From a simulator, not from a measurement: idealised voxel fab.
process module | voxel wiring stack
cross-section cut | 260 nm wide | cells 5 nm
A cross-section is a grid of square cells, given in bands from the top down. A band is one or more rows of cells.
Each band's line starts with the height of the band's top and of its bottom, in nm. Then come its materials from left to right, each with its width in nm. One material with "throughout" fills the band from edge to edge. "air" is empty space.
Height 0 is the level under which the wafer as received is all one material. The lowest band goes on downwards, as in "0 down".
A width such as "30 to 40" changes by the same amount from each row of cells to the next, from the band's top row to its bottom row.
"no change" after a step means that no cell of the cross-section changed.
closed voids: empty space of 8 cells or more with no open way to the top, each as width x height at its distance from the left edge, in nm
after a step's settings: what the simulator itself notes on the step
overlay nm, on a step with a mask: how far to the right of its planned place the mask lay; to the left if negative
plan
1 op RECEIVE | material Si
2 op CONFORMAL_DEP | material SiO2 | thk nm 10
3 op DIRECTIONAL_DEP | material TiN | thk nm 5
4 op DIRECTIONAL_DEP | material W | thk nm 25
5 op MASKED_ETCH | tone cover | mask id METAL_1 | width nm 20 | pitch nm 50 | etch materials W | depth nm 25 | overlay nm 0
6 op MASKED_ETCH | tone cover | mask id METAL_1 | width nm 20 | pitch nm 50 | etch materials TiN | depth nm 5 | overlay nm 0
7 op CONFORMAL_DEP | material SiN | thk nm 5
8 op FILL_DEP | material lowk | thk nm 10
9 op CMP | height nm 40
10 op CONFORMAL_DEP | material SiCN | thk nm 5
11 op DIRECTIONAL_DEP | material lowk | thk nm 15
12 op MASKED_ETCH | tone open | mask id PLUG_1 | width nm 15 | pitch nm 100 | etch materials lowk | depth nm 15 | overlay nm 0
13 op MASKED_ETCH | tone open | mask id PLUG_1 | width nm 15 | pitch nm 100 | etch materials SiCN | depth nm 5 | overlay nm 0
14 op CONFORMAL_DEP | material TiN | thk nm 5
15 op FILL_DEP | material Cu | thk nm 5
16 op CMP | height nm 60
17 op CONFORMAL_DEP | material SiCN | thk nm 5
18 op DIRECTIONAL_DEP | material SiO2 | thk nm 25
19 op DIRECTIONAL_DEP | material aC | thk nm 15
20 op PATTERN | tone open | mask id METAL_2 | material resist | width nm 20 | pitch nm 50 | thk nm 30 | overlay nm 0
21 op DIRECTIONAL_ETCH | etch materials aC | depth nm 15
22 op STRIP | etch materials resist
23 op DIRECTIONAL_ETCH | etch materials SiO2 | depth nm 25
24 op DIRECTIONAL_ETCH | etch materials SiCN | depth nm 5
25 op STRIP | etch materials aC
26 op CONFORMAL_DEP | material TiN | thk nm 5
27 op FILL_DEP | material Ru | thk nm 10
28 op CMP | height nm 90
29 op CONFORMAL_DEP | material SiCN | thk nm 5
30 op DIRECTIONAL_DEP | material SiO2 | thk nm 20
31 op MASKED_ETCH | tone open | mask id PLUG_2 | width nm 15 | pitch nm 50 | etch materials SiO2 | depth nm 20 | overlay nm 0
32 op MASKED_ETCH | tone open | mask id PLUG_2 | width nm 15 | pitch nm 50 | etch materials SiCN | depth nm 5 | overlay nm 0
33 op CONFORMAL_DEP | material TiN | thk nm 5
34 op FILL_DEP | material W | thk nm 5
35 op CMP | height nm 115
36 op CONFORMAL_DEP | material SiCN | thk nm 5
37 op DIRECTIONAL_DEP | material SiO2 | thk nm 20
38 op PATTERN | tone open | mask id METAL_3 | material resist | width nm 20 | pitch nm 50 | thk nm 15 | overlay nm 0
39 op DIRECTIONAL_ETCH | etch materials SiO2 | depth nm 20
40 op DIRECTIONAL_ETCH | etch materials SiCN | depth nm 5
41 op STRIP | etch materials resist
42 op CONFORMAL_DEP | material TiN | thk nm 5
43 op FILL_DEP | material Ru | thk nm 5
44 op CMP | height nm 140
45 op EPI | material Ru | thk nm 5
46 op FILL_DEP | material SiCN | thk nm 5
as received, after step 1
  0 down: Si throughout
  closed voids: none
a wafer at the end: this start, this plan, one mistake
  150 to 145: SiCN throughout
  145 to 140: SiCN 65 | Ru 30 | SiCN 20 | Ru 30 | SiCN 20 | Ru 30 | SiCN 65
  140 to 120: SiO2 70 | TiN 5 | Ru 10 | TiN 5 | SiO2 30 | TiN 5 | Ru 10 | TiN 5 | SiO2 30 | TiN 5 | Ru 10 | TiN 5 | SiO2 70
  120 to 115: SiCN 70 | TiN 20 | SiCN 30 | TiN 20 | SiCN 30 | TiN 20 | SiCN 70
  115 to 100: SiO2 70 | TiN 5 | W 5 | TiN 5 | SiO2 35 | TiN 5 | W 5 | TiN 5 | SiO2 35 | TiN 5 | W 5 | TiN 5 | SiO2 75
  100 to 95: SiO2 70 | TiN 15 | SiO2 35 | TiN 15 | SiO2 35 | TiN 15 | SiO2 75
  95 to 90: SiCN 70 | TiN 5 | SiCN 45 | TiN 5 | SiCN 45 | TiN 5 | SiCN 85
  90 to 65: SiO2 70 | TiN 5 | Ru 10 | TiN 5 | SiO2 30 | TiN 5 | Ru 10 | TiN 5 | SiO2 30 | TiN 5 | Ru 10 | TiN 5 | SiO2 70
  65 to 60: SiCN 70 | TiN 20 | SiCN 30 | TiN 20 | SiCN 30 | TiN 20 | SiCN 70
  60 to 45: lowk 70 | TiN 5 | Cu 5 | TiN 5 | lowk 85 | TiN 5 | Cu 5 | TiN 5 | lowk 75
  45 to 40: SiCN 70 | TiN 15 | SiCN 85 | TiN 15 | SiCN 75
  40 to 15: lowk 65 | SiN 5 | W 20 | SiN 5 | lowk 20 | SiN 5 | W 20 | SiN 5 | lowk 20 | SiN 5 | W 20 | SiN 5 | lowk 65
  15 to 10: SiN 70 | TiN 20 | SiN 30 | TiN 20 | SiN 30 | TiN 20 | SiN 70
  10 to 0: SiO2 throughout
  0 down: Si throughout
  closed voids: none
what went wrong: step 32 ran as: op MASKED_ETCH | tone open | mask id PLUG_2 | width nm 15 | pitch nm 50 | etch materials SiCN | depth nm 5 | overlay nm -10
